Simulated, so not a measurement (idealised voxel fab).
voxel fin reveal: a process module
FYI the section here is cut, 295 nm wide, cells are 5 nm squares.
A cross-section is a grid of square cells, given in bands from the top down. A band is one or more rows of cells.
Heights first: top, then bottom, in nm. Then materials, left to right, each with a width in nm. "edge to edge" on a single material: fills the band edge to edge. "empty": empty space.
Zero point of the height axis is 0; under it, received wafer = one material. Lowest band: continues down indefinitely, "0 -> down".
The width entry "30 to 40" should be interpreted row by row: the top row of cells in the band takes the first number, the bottom row takes the second number, and the change between adjacent rows is uniform throughout.
What does "left unchanged" mean for a step? It means no cell of the cross-section changed in that step.
Fully sealed cavities: empty space of 8 cells or more with no open way to the top, each as width x height at its distance from the left edge, in nm
after a step's settings: what the simulator itself notes on the step
What "overlay nm" on a step's line means: if the step has a mask, that mask lay this far to the right of its planned place, or, when the value is negative, to the left.

Steps in the process plan:
1 RECEIVE, material Si
2 CONFORMAL_DEP, material SiN, thk nm 5
3 MASKED_ETCH, tone cover, mask id FINS, width nm 15, pitch nm 45, etch materials SiN, depth nm 5, overlay nm -15
4 MASKED_ETCH, tone cover, mask id FINS, width nm 15, pitch nm 45, etch materials Si, depth nm 30, overlay nm 0
5 OXIDIZE, depth nm 5
6 FILL_DEP, material SiO2, thk nm 5
7 CMP, height nm 5
8 SELECTIVE_ETCH, etch materials SiO2, depth nm 25
9 STRIP, etch materials SiN
Across this set of wafers, the varied parameter is the overlay nm of step 3. Starting conditions are identical for every wafer, and the plan reports the value assigned to the first wafer.

Received wafers, first of several: cross-section after step 1:
* 0 -> down  Si edge to edge
* Fully sealed cavities: none

The following table contains a row per wafer, in which are reported, at the conclusion of the module, the cells of each material gained (+) or lost (-) since the wafer's receipt, with its closed voids given thereafter:
overlay nm -15 | -338 Si | +141 SiO2 | Fully sealed cavities: none
overlay nm -10 | -356 Si | +150 SiO2 | Fully sealed cavities: none
overlay nm -5 | -374 Si | +159 SiO2 | Fully sealed cavities: none
overlay nm 0 | -392 Si | +168 SiO2 | Fully sealed cavities: none
overlay nm 5 | -374 Si | +159 SiO2 | Fully sealed cavities: none
overlay nm 10 | -356 Si | +150 SiO2 | Fully sealed cavities: none
overlay nm 15 | -338 Si | +141 SiO2 | Fully sealed cavities: none
